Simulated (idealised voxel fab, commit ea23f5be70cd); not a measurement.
Process module name: voxel spacer lines
Shown is cross-section cut, with a width of 200 nm and square cells of size 5 nm.
Cross-section, as written here: a square-cell grid given band by band from the top down, where a band holds one or more rows of cells.
Within each band entry, the heights of the top and of the bottom of the band appear first, in that order and in nm; the materials of the band then follow from left to right, each with its corresponding width in nm. The designation "all across" on a single material indicates that it fills the band from edge to edge; the designation "blank" indicates empty space.
Where do heights start? At 0: under that level the wafer as delivered is made of one material only. And the lowest band has no floor; it just carries on downward, as in "0 down".
The expression "30->40" gives the width at the extremes of the band, the first number at its top row of cells and the second at its bottom row, with the width changing by equal amounts from each row to the next in between.
Basically "nothing altered" means that step didn't change any cell in the cross-section.
Heads up: "Closed empty spaces" only lists the empty pockets with no open path to the top that are 8 cells or more, and it writes them as width x height at distance, distance from the left edge, in nm.
What comes after the settings on a step's line is commentary from the simulator itself on that step.
overlay nm, on a step with a mask: how far to the right of its planned place the mask lay; to the left if negative

The process steps that were planned are listed below
1) RECEIVE | material Si
2) CONFORMAL_DEP | material Al2O3 | thk nm 10
3) DIRECTIONAL_DEP | material TiN | thk nm 15
4) DIRECTIONAL_DEP | material aC | thk nm 20
5) PATTERN | tone cover | mask id MANDREL | material resist | width nm 25 | pitch nm 70 | thk nm 25 | overlay nm 0
6) DIRECTIONAL_ETCH | etch materials aC | depth nm 20
7) STRIP | etch materials resist
8) CONFORMAL_DEP | material SiO2 | thk nm 10
9) DIRECTIONAL_ETCH | etch materials SiO2 | depth nm 10
10) STRIP | etch materials aC
11) DIRECTIONAL_ETCH | etch materials TiN | depth nm 15
12) STRIP | etch materials SiO2

As-received state of the wafer in cross-section, equivalent to post-step 1
- 0 down = Si all across
- Closed empty spaces: none

Below is the wafer in cross-section after the module was completed. It began from the starting point shown above and followed the plan shown above, except that one mistake was made while running it
- 15 to 0 = 5 nm blank, 10 nm TiN, 25 nm blank, 10 nm TiN, 25 nm blank, 10 nm TiN, 25 nm blank, 10 nm TiN, 25 nm blank, 10 nm TiN, 25 nm blank, 10 nm TiN, 10 nm blank
- 0 down = Si all across
- Closed empty spaces: none
It is concluded that the wafer was processed incorrectly with respect to the plan, in that step 2 of the plan did not run at all; it was left out
